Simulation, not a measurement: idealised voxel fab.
process module | voxel lift off
cross-section cut | 300 nm wide | cells 5 nm
A cross-section is a grid of square cells, given in bands from the top down. A band is one or more rows of cells.
Each band's line starts with the height of the band's top and of its bottom, in nm. Then come its materials from left to right, each with its width in nm. One material with "throughout" fills the band from edge to edge. "air" is empty space.
Height 0 is the level under which the wafer as received is all one material. The lowest band goes on downwards, as in "0 down".
A width such as "30 to 40" changes by the same amount from each row of cells to the next, from the band's top row to its bottom row.
"no change" after a step means that no cell of the cross-section changed.
closed voids: empty space of 8 cells or more with no open way to the top, each as width x height at its distance from the left edge, in nm
after a step's settings: what the simulator itself notes on the step
overlay nm, on a step with a mask: how far to the right of its planned place the mask lay; to the left if negative
plan
1 op RECEIVE | material Si
2 op CONFORMAL_DEP | material SiN | thk nm 15
3 op PATTERN | tone open | mask id LINES | material resist | width nm 30 | pitch nm 60 | thk nm 20 | overlay nm 0
4 op DIRECTIONAL_DEP | material Ru | thk nm 10
5 op STRIP | etch materials resist
6 op CONFORMAL_DEP | material SiCN | thk nm 10
as received, after step 1
  0 down: Si throughout
  closed voids: none
a wafer at the end: this start, this plan, one mistake
  50 to 40: air 65 | SiCN 50 | air 10 | SiCN 50 | air 10 | SiCN 50 | air 65
  40 to 30: SiCN 75 | Ru 30 | SiCN 30 | Ru 30 | SiCN 30 | Ru 30 | SiCN 75
  30 to 0: SiN throughout
  0 down: Si throughout
  closed voids: none
what went wrong: step 2 was run twice
